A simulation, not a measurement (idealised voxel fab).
process module | voxel local oxidation
cross-section cut | 185 nm wide | cells 5 nm
A cross-section is a grid of square cells, given in bands from the top down. A band is one or more rows of cells.
Each band's line starts with the height of the band's top and of its bottom, in nm. Then come its materials from left to right, each with its width in nm. One material with "throughout" fills the band from edge to edge. "air" is empty space.
Height 0 is the level under which the wafer as received is all one material. The lowest band goes on downwards, as in "0 down".
A width such as "30 to 40" changes by the same amount from each row of cells to the next, from the band's top row to its bottom row.
"no change" after a step means that no cell of the cross-section changed.
closed voids: empty space of 8 cells or more with no open way to the top, each as width x height at its distance from the left edge, in nm
after a step's settings: what the simulator itself notes on the step
overlay nm, on a step with a mask: how far to the right of its planned place the mask lay; to the left if negative
Each pair below shows a cross-section before one step and the cross-section after it, down to the lowest band that changed. The line under each pair gives the step between them, with its settings. The pairs can come from different runs of this module on the same starting wafer, so a pair continues from the pair above only where its "before" says so.
before
  0 down: Si throughout
  closed voids: none
after
  0 to -5: SiO2 throughout
  below -5: unchanged
  closed voids: none
the step between: op OXIDIZE | depth nm 5
before: the cross-section after the pair above
after
  15 to 0: SiN throughout
  below 0: unchanged
  closed voids: none
the step between: op CONFORMAL_DEP | material SiN | thk nm 15
before: the cross-section after the pair above
after
  30 to 15: aC throughout
  below 15: unchanged
  closed voids: none
the step between: op DIRECTIONAL_DEP | material aC | thk nm 15
before: the cross-section after the pair above
after
  65 to 30: air 45 | resist 90 | air 50
  below 30: unchanged
  closed voids: none
the step between: op PATTERN | tone cover | mask id ACTIVE | material resist | width nm 90 | thk nm 35 | overlay nm 0
before: the cross-section after the pair above
after
  50 to 30: air 45 | resist 90 | air 50
  30 to 15: air 45 | aC 90 | air 50
  below 15: unchanged
  closed voids: none
the step between: op DIRECTIONAL_ETCH | etch materials aC | depth nm 15
before: the cross-section after the pair above
after
  30 to 15: air 45 | aC 90 | air 50
  below 15: unchanged
  closed voids: none
the step between: op STRIP | etch materials resist
before: the cross-section after the pair above
after
  30 to 15: air 45 | aC 90 | air 50
  15 to 0: air 45 | SiN 90 | air 50
  below 0: unchanged
  closed voids: none
the step between: op DIRECTIONAL_ETCH | etch materials SiN | depth nm 15
before: the cross-section after the pair above
after
  15 to 0: air 45 | SiN 90 | air 50
  below 0: unchanged
  closed voids: none
the step between: op STRIP | etch materials aC
before: the cross-section after the pair above
after
  15 to 0: air 45 | SiN 90 | air 50
  0 to -5: air 50 | SiO2 80 | air 55
  below -5: unchanged
  closed voids: none
the step between: op SELECTIVE_ETCH | etch materials SiO2 | depth nm 5
before: the cross-section after the pair above
after
  15 to 0: air 45 | SiN 90 | air 50
  0 to -5: air 50 | SiO2 80 | air 55
  -5 to -20: SiO2 65 | Si 50 | SiO2 70
  below -20: unchanged
  closed voids: none
the step between: op OXIDIZE | depth nm 15
before: the cross-section after the pair above
after
  0 to -5: air 50 | SiO2 80 | air 55
  below -5: unchanged
  closed voids: none
the step between: op STRIP | etch materials SiN
before
  50 to 30: air 45 | resist 90 | air 50
  30 to 15: air 45 | aC 90 | air 50
  15 to 0: SiN throughout
  0 to -5: SiO2 throughout
  -5 down: Si throughout
  closed voids: none
after
  50 to 30: air 45 | resist 90 | air 50
  30 to 15: air 45 | aC 90 | air 50
  15 to 0: air 45 | SiN 90 | air 50
  below 0: unchanged
  closed voids: none
the step between: op DIRECTIONAL_ETCH | etch materials SiN | depth nm 15
before: the cross-section after the pair above
after
  15 to 0: air 45 | SiN 90 | air 50
  below 0: unchanged
  closed voids: none
the step between: op STRIP | etch materials aC
before
  30 to 15: air 45 | aC 90 | air 50
  15 to 0: air 45 | SiN 90 | air 50
  0 to -5: SiO2 throughout
  -5 down: Si throughout
  closed voids: none
after
  30 to 15: air 45 | aC 90 | air 50
  15 to 0: air 45 | SiN 90 | air 50
  0 to -5: air 50 | SiO2 80 | air 55
  below -5: unchanged
  closed voids: none
the step between: op SELECTIVE_ETCH | etch materials SiO2 | depth nm 5
before: the cross-section after the pair above
after
  15 to 0: air 45 | SiN 90 | air 50
  below 0: unchanged
  closed voids: none
the step between: op STRIP | etch materials aC
before
  0 down: Si throughout
  closed voids: none
after
  0 to -10: SiO2 throughout
  below -10: unchanged
  closed voids: none
the step between: op OXIDIZE | depth nm 10
before: the cross-section after the pair above
after
  15 to 0: SiN throughout
  below 0: unchanged
  closed voids: none
the step between: op CONFORMAL_DEP | material SiN | thk nm 15
before: the cross-section after the pair above
after
  30 to 15: aC throughout
  below 15: unchanged
  closed voids: none
the step between: op DIRECTIONAL_DEP | material aC | thk nm 15
before: the cross-section after the pair above
after
  65 to 30: air 45 | resist 90 | air 50
  below 30: unchanged
  closed voids: none
the step between: op PATTERN | tone cover | mask id ACTIVE | material resist | width nm 90 | thk nm 35 | overlay nm 0
before: the cross-section after the pair above
after
  50 to 30: air 45 | resist 90 | air 50
  30 to 15: air 45 | aC 90 | air 50
  below 15: unchanged
  closed voids: none
the step between: op DIRECTIONAL_ETCH | etch materials aC | depth nm 15
before: the cross-section after the pair above
after
  30 to 15: air 45 | aC 90 | air 50
  below 15: unchanged
  closed voids: none
the step between: op STRIP | etch materials resist
before: the cross-section after the pair above
after
  30 to 15: air 45 | aC 90 | air 50
  15 to 0: air 45 | SiN 90 | air 50
  below 0: unchanged
  closed voids: none
the step between: op DIRECTIONAL_ETCH | etch materials SiN | depth nm 15
before: the cross-section after the pair above
after
  15 to 0: air 45 | SiN 90 | air 50
  below 0: unchanged
  closed voids: none
the step between: op STRIP | etch materials aC
before: the cross-section after the pair above
after
  15 to 0: air 45 | SiN 90 | air 50
  0 to -5: air 50 | SiO2 80 | air 55
  below -5: unchanged
  closed voids: none
the step between: op SELECTIVE_ETCH | etch materials SiO2 | depth nm 5
before: the cross-section after the pair above
after
  0 to -5: air 50 | SiO2 80 | air 55
  below -5: unchanged
  closed voids: none
the step between: op STRIP | etch materials SiN
before
  30 to 15: aC throughout
  15 to 0: SiN throughout
  0 to -5: SiO2 throughout
  -5 down: Si throughout
  closed voids: none
after
  65 to 30: air 45 | resist 95 | air 45
  below 30: unchanged
  closed voids: none
the step between: op PATTERN | tone cover | mask id ACTIVE | material resist | width nm 95 | thk nm 35 | overlay nm 0
before: the cross-section after the pair above
after
  50 to 30: air 45 | resist 95 | air 45
  30 to 15: air 45 | aC 95 | air 45
  below 15: unchanged
  closed voids: none
the step between: op DIRECTIONAL_ETCH | etch materials aC | depth nm 15
before: the cross-section after the pair above
after
  30 to 15: air 45 | aC 95 | air 45
  below 15: unchanged
  closed voids: none
the step between: op STRIP | etch materials resist
before: the cross-section after the pair above
after
  30 to 15: air 45 | aC 95 | air 45
  15 to 0: air 45 | SiN 95 | air 45
  below 0: unchanged
  closed voids: none
the step between: op DIRECTIONAL_ETCH | etch materials SiN | depth nm 15
before: the cross-section after the pair above
after
  15 to 0: air 45 | SiN 95 | air 45
  below 0: unchanged
  closed voids: none
the step between: op STRIP | etch materials aC
before: the cross-section after the pair above
after
  15 to 0: air 45 | SiN 95 | air 45
  0 to -5: air 50 | SiO2 85 | air 50
  below -5: unchanged
  closed voids: none
the step between: op SELECTIVE_ETCH | etch materials SiO2 | depth nm 5
before: the cross-section after the pair above
after
  15 to 0: air 45 | SiN 95 | air 45
  0 to -5: air 50 | SiO2 85 | air 50
  -5 to -20: SiO2 65 | Si 55 | SiO2 65
  below -20: unchanged
  closed voids: none
the step between: op OXIDIZE | depth nm 15
before: the cross-section after the pair above
after
  0 to -5: air 50 | SiO2 85 | air 50
  below -5: unchanged
  closed voids: none
the step between: op STRIP | etch materials SiN
before
  30 to 15: aC throughout
  15 to 0: SiN throughout
  0 to -5: SiO2 throughout
  -5 down: Si throughout
  closed voids: none
after
  65 to 30: air 55 | resist 90 | air 40
  below 30: unchanged
  closed voids: none
the step between: op PATTERN | tone cover | mask id ACTIVE | material resist | width nm 90 | thk nm 35 | overlay nm 10
before: the cross-section after the pair above
after
  50 to 30: air 55 | resist 90 | air 40
  30 to 15: air 55 | aC 90 | air 40
  below 15: unchanged
  closed voids: none
the step between: op DIRECTIONAL_ETCH | etch materials aC | depth nm 15
before: the cross-section after the pair above
after
  30 to 15: air 55 | aC 90 | air 40
  below 15: unchanged
  closed voids: none
the step between: op STRIP | etch materials resist
before: the cross-section after the pair above
after
  30 to 15: air 55 | aC 90 | air 40
  15 to 0: air 55 | SiN 90 | air 40
  below 0: unchanged
  closed voids: none
the step between: op DIRECTIONAL_ETCH | etch materials SiN | depth nm 15
before: the cross-section after the pair above
after
  15 to 0: air 55 | SiN 90 | air 40
  below 0: unchanged
  closed voids: none
the step between: op STRIP | etch materials aC
before: the cross-section after the pair above
after
  15 to 0: air 55 | SiN 90 | air 40
  0 to -5: air 60 | SiO2 80 | air 45
  below -5: unchanged
  closed voids: none
the step between: op SELECTIVE_ETCH | etch materials SiO2 | depth nm 5
before: the cross-section after the pair above
after
  15 to 0: air 55 | SiN 90 | air 40
  0 to -5: air 60 | SiO2 80 | air 45
  -5 to -20: SiO2 75 | Si 50 | SiO2 60
  below -20: unchanged
  closed voids: none
the step between: op OXIDIZE | depth nm 15
before: the cross-section after the pair above
after
  0 to -5: air 60 | SiO2 80 | air 45
  below -5: unchanged
  closed voids: none
the step between: op STRIP | etch materials SiN
before
  15 to 0: SiN throughout
  0 to -5: SiO2 throughout
  -5 down: Si throughout
  closed voids: none
after
  30 to 15: SiO2 throughout
  below 15: unchanged
  closed voids: none
the step between: op DIRECTIONAL_DEP | material SiO2 | thk nm 15
before: the cross-section after the pair above
after
  65 to 30: air 45 | resist 90 | air 50
  below 30: unchanged
  closed voids: none
the step between: op PATTERN | tone cover | mask id ACTIVE | material resist | width nm 90 | thk nm 35 | overlay nm 0
before: the cross-section after the pair above
after
  50 to 30: air 45 | resist 90 | air 50
  below 30: unchanged
  closed voids: none
the step between: op DIRECTIONAL_ETCH | etch materials aC | depth nm 15
before: the cross-section after the pair above
after
  30 to 15: SiO2 throughout
  below 15: unchanged
  closed voids: none
the step between: op STRIP | etch materials resist
before: the cross-section after the pair above
after
  25 to 15: SiO2 throughout
  below 15: unchanged
  closed voids: none
the step between: op SELECTIVE_ETCH | etch materials SiO2 | depth nm 5
before
  30 to 15: aC throughout
  15 to 0: SiN throughout
  0 to -5: SiO2 throughout
  -5 down: Si throughout
  closed voids: none
after
  65 to 30: resist 45 | air 90 | resist 50
  below 30: unchanged
  closed voids: none
the step between: op PATTERN | tone open | mask id ACTIVE | material resist | width nm 90 | thk nm 35 | overlay nm 0
before: the cross-section after the pair above
after
  50 to 30: resist 45 | air 90 | resist 50
  30 to 15: aC 45 | air 90 | aC 50
  below 15: unchanged
  closed voids: none
the step between: op DIRECTIONAL_ETCH | etch materials aC | depth nm 15
before: the cross-section after the pair above
after
  30 to 15: aC 45 | air 90 | aC 50
  below 15: unchanged
  closed voids: none
the step between: op STRIP | etch materials resist
before: the cross-section after the pair above
after
  30 to 15: aC 45 | air 90 | aC 50
  15 to 0: SiN 45 | air 90 | SiN 50
  below 0: unchanged
  closed voids: none
the step between: op DIRECTIONAL_ETCH | etch materials SiN | depth nm 15
before: the cross-section after the pair above
after
  15 to 0: SiN 45 | air 90 | SiN 50
  below 0: unchanged
  closed voids: none
the step between: op STRIP | etch materials aC
before: the cross-section after the pair above
after
  15 to 0: SiN 45 | air 90 | SiN 50
  0 to -5: SiO2 40 | air 100 | SiO2 45
  below -5: unchanged
  closed voids: none
the step between: op SELECTIVE_ETCH | etch materials SiO2 | depth nm 5
before: the cross-section after the pair above
after
  15 to 0: SiN 45 | air 90 | SiN 50
  0 to -5: SiO2 40 | air 100 | SiO2 45
  -5 to -20: Si 25 | SiO2 130 | Si 30
  below -20: unchanged
  closed voids: none
the step between: op OXIDIZE | depth nm 15
before: the cross-section after the pair above
after
  0 to -5: SiO2 40 | air 100 | SiO2 45
  below -5: unchanged
  closed voids: none
the step between: op STRIP | etch materials SiN
